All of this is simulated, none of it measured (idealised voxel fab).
voxel quadruple lines: a process module
The width of the displayed cross-section, cut, is 290 nm; its cells are square, with a size of 5 nm.
Think of the cross-section as a grid of square cells. We describe it in bands, top to bottom, and each band covers one or more rows of those cells.
The entry gives the band's vertical extent as a top height and a bottom height in nm, then its horizontal make-up as materials from left to right, each with a width in nm. "air" stands for empty space; a single material marked "edge to edge" fills the band edge to edge.
We count height from 0. Below that, the starting wafer is all one material. The lowest band never ends at the bottom but goes on down; see "z 0 and below" for how that is written.
Graded width ("30->40"): value in top row of band = first number; value in bottom row = second number; row-to-row change constant.
Where the words "remained the same" appear for a step, the cross-section shows no cell changed by that step; every cell remained as before.
Heads up: "Sealed void list" only lists the empty pockets with no open path to the top that are 8 cells or more, and it writes them as width x height at distance, distance from the left edge, in nm.
Where a step's line continues beyond its settings, the continuation is a remark by the simulator itself on that step.
overlay nm: mask right of planned place by this much (step with mask). Neg. = left.
# Here's what the planned process steps look like
- 1: RECEIVE with material Si
- 2: CONFORMAL_DEP with material SiO2, thk nm 10
- 3: DIRECTIONAL_DEP with material W, thk nm 10
- 4: DIRECTIONAL_DEP with material polySi, thk nm 15
- 5: DIRECTIONAL_DEP with material aC, thk nm 25
- 6: PATTERN with tone cover, mask id MANDREL, material resist, width nm 20, thk nm 30, overlay nm 0
- 7: DIRECTIONAL_ETCH with etch materials aC, depth nm 25
- 8: STRIP with etch materials resist
- 9: CONFORMAL_DEP with material SiO2, thk nm 10
- 10: DIRECTIONAL_ETCH with etch materials SiO2, depth nm 10
- 11: STRIP with etch materials aC
- 12: DIRECTIONAL_ETCH with etch materials polySi, depth nm 15
- 13: STRIP with etch materials SiO2
- 14: CONFORMAL_DEP with material SiCN, thk nm 10
- 15: DIRECTIONAL_ETCH with etch materials SiCN, depth nm 10
- 16: STRIP with etch materials polySi
- 17: DIRECTIONAL_ETCH with etch materials W, depth nm 10
- 18: STRIP with etch materials SiCN
What sets these wafers apart? The width nm at step 6. They all start alike, and the plan carries the first wafer's value.
# Cross-section of the first of several wafers on receipt, reflecting completion of step 1
> z 0 and below = Si edge to edge
> Sealed void list: none
# Shown in cross-section: the first of several wafers at the end of the module, after its last step, step 18
> z 20 to 10 = air 115  W 10  air 10  W 20  air 10  W 10  air 115
> z 10 to 0 = SiO2 edge to edge
> z 0 and below = Si edge to edge
> Sealed void list: none
# last wafer at the end
> z 20 to 10 = air 105  W 10  air 10  W 10  air 25  W 10  air 10  W 10  air 100
> z 10 to 0 = SiO2 edge to edge
> z 0 and below = Si edge to edge
> Sealed void list: none
# Below is a per-wafer table. In it, each row describes the wafer at the end of the module by giving, for each material, the number of cells gained (+) or lost (-) since the wafer was received, and after that the closed voids of the wafer
width nm 20, +116 SiO2, +16 W, Sealed void list: none
width nm 25, +116 SiO2, +16 W, Sealed void list: none
width nm 30, +116 SiO2, +16 W, Sealed void list: none
width nm 35, +116 SiO2, +16 W, Sealed void list: none
width nm 40, +116 SiO2, +16 W, Sealed void list: none
width nm 45, +116 SiO2, +16 W, Sealed void list: none
